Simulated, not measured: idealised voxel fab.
The following is a process module called voxel wiring stack.
190 nm wide, 5 nm square cells: that's cross-section cut.
If you're reading a cross-section in this doc, picture square cells in a grid; it comes to you as bands, top ones listed first down to the bottom, and a band can be one or more rows of cells. Quick guide to a band line: top height, bottom height (nm) up front; then every material left to right with its width in nm. Only one material and it's marked "everywhere"? Then it fills the band edge to edge. And "blank" just means empty space. Note: height 0 marks the level under which the wafer is uniformly one material as received. Lowest band unbounded below, written "top 0, no bottom". It should be noted that a width expressed as "30..40" varies in equal increments from row to row of cells within the band, taking the value of the first number at the top row and that of the second number at the bottom row. Step note "same as before" = no cross-section cell changed. "Entrapped void list" enumerates empty spaces isolated from the top, with no open way to it, that contain at least 8 cells, giving each as width x height at distance from the left edge, all three in nm. That trailing text on a step's line, after the settings, is the simulator's own remark on the step. overlay nm: right-of-plan distance of the mask on a masked step; negative values mean left-of-plan.
### These are the steps we planned for the process
| 1 | RECEIVE, material Si |
| 2 | CONFORMAL_DEP, material SiO2, thk nm 10 |
| 3 | CONFORMAL_DEP, material SiCN, thk nm 5 |
| 4 | DIRECTIONAL_DEP, material SiO2, thk nm 20 |
| 5 | DIRECTIONAL_DEP, material aC, thk nm 10 |
| 6 | PATTERN, tone open, mask id METAL_1, material resist, width nm 20, pitch nm 40, thk nm 30, overlay nm 0 |
| 7 | DIRECTIONAL_ETCH, etch materials aC, depth nm 10 |
| 8 | STRIP, etch materials resist |
| 9 | DIRECTIONAL_ETCH, etch materials SiO2, depth nm 20 |
| 10 | DIRECTIONAL_ETCH, etch materials SiCN, depth nm 5 |
| 11 | STRIP, etch materials aC |
| 12 | CONFORMAL_DEP, material TiN, thk nm 5 |
| 13 | FILL_DEP, material Cu, thk nm 5 |
| 14 | CMP, height nm 35 |
| 15 | CONFORMAL_DEP, material SiCN, thk nm 5 |
| 16 | DIRECTIONAL_DEP, material SiO2, thk nm 30 |
| 17 | DIRECTIONAL_DEP, material aC, thk nm 10 |
| 18 | PATTERN, tone open, mask id METAL_2, material resist, width nm 20, pitch nm 40, thk nm 30, overlay nm 0 |
| 19 | DIRECTIONAL_ETCH, etch materials aC, depth nm 10 |
| 20 | STRIP, etch materials resist |
| 21 | DIRECTIONAL_ETCH, etch materials SiO2, depth nm 15 |
| 22 | STRIP, etch materials aC |
| 23 | PATTERN, tone open, mask id METAL_2_HOLES, material resist, width nm 15, pitch nm 80, thk nm 20, overlay nm 0 |
| 24 | DIRECTIONAL_ETCH, etch materials SiO2, depth nm 15 |
| 25 | DIRECTIONAL_ETCH, etch materials SiCN, depth nm 5 |
| 26 | STRIP, etch materials resist |
| 27 | CONFORMAL_DEP, material TiN, thk nm 5 |
| 28 | FILL_DEP, material Ru, thk nm 10 |
| 29 | CMP, height nm 70 |
| 30 | CONFORMAL_DEP, material SiN, thk nm 5 |
### As-received state of the wafer in cross-section, equivalent to post-step 1
* top 0, no bottom  Si everywhere
* Entrapped void list: none
### End state of the module in cross-section, given the above starting point and plan and one mistake in execution
* top 75, bottom 70  SiN everywhere
* top 70, bottom 60  20 SiO2; 5 TiN; 10 Ru; 5 TiN; 20 SiO2; 5 TiN; 10 Ru; 5 TiN; 20 SiO2; 5 TiN; 10 Ru; 5 TiN; 20 SiO2; 5 TiN; 10 Ru; 5 TiN; 30 SiO2
* top 60, bottom 55  20 SiO2; 10 TiN; 5 Ru; 5 TiN; 20 SiO2; 20 TiN; 20 SiO2; 10 TiN; 5 Ru; 5 TiN; 20 SiO2; 20 TiN; 30 SiO2
* top 55, bottom 40  25 SiO2; 5 TiN; 5 Ru; 5 TiN; 65 SiO2; 5 TiN; 5 Ru; 5 TiN; 70 SiO2
* top 40, bottom 35  25 SiCN; 15 TiN; 65 SiCN; 15 TiN; 70 SiCN
* top 35, bottom 15  25 SiO2; 5 TiN; 10 Cu; 5 TiN; 20 SiO2; 5 TiN; 10 Cu; 5 TiN; 20 SiO2; 5 TiN; 10 Cu; 5 TiN; 20 SiO2; 5 TiN; 10 Cu; 5 TiN; 25 SiO2
* top 15, bottom 10  25 SiCN; 20 TiN; 20 SiCN; 20 TiN; 20 SiCN; 20 TiN; 20 SiCN; 20 TiN; 25 SiCN
* top 10, bottom 0  SiO2 everywhere
* top 0, no bottom  Si everywhere
* Entrapped void list: none
Diagnosis: for step 18, the planned setting was not used; the step was instead run as PATTERN, tone open, mask id METAL_2, material resist, width nm 20, pitch nm 40, thk nm 30, overlay nm -5
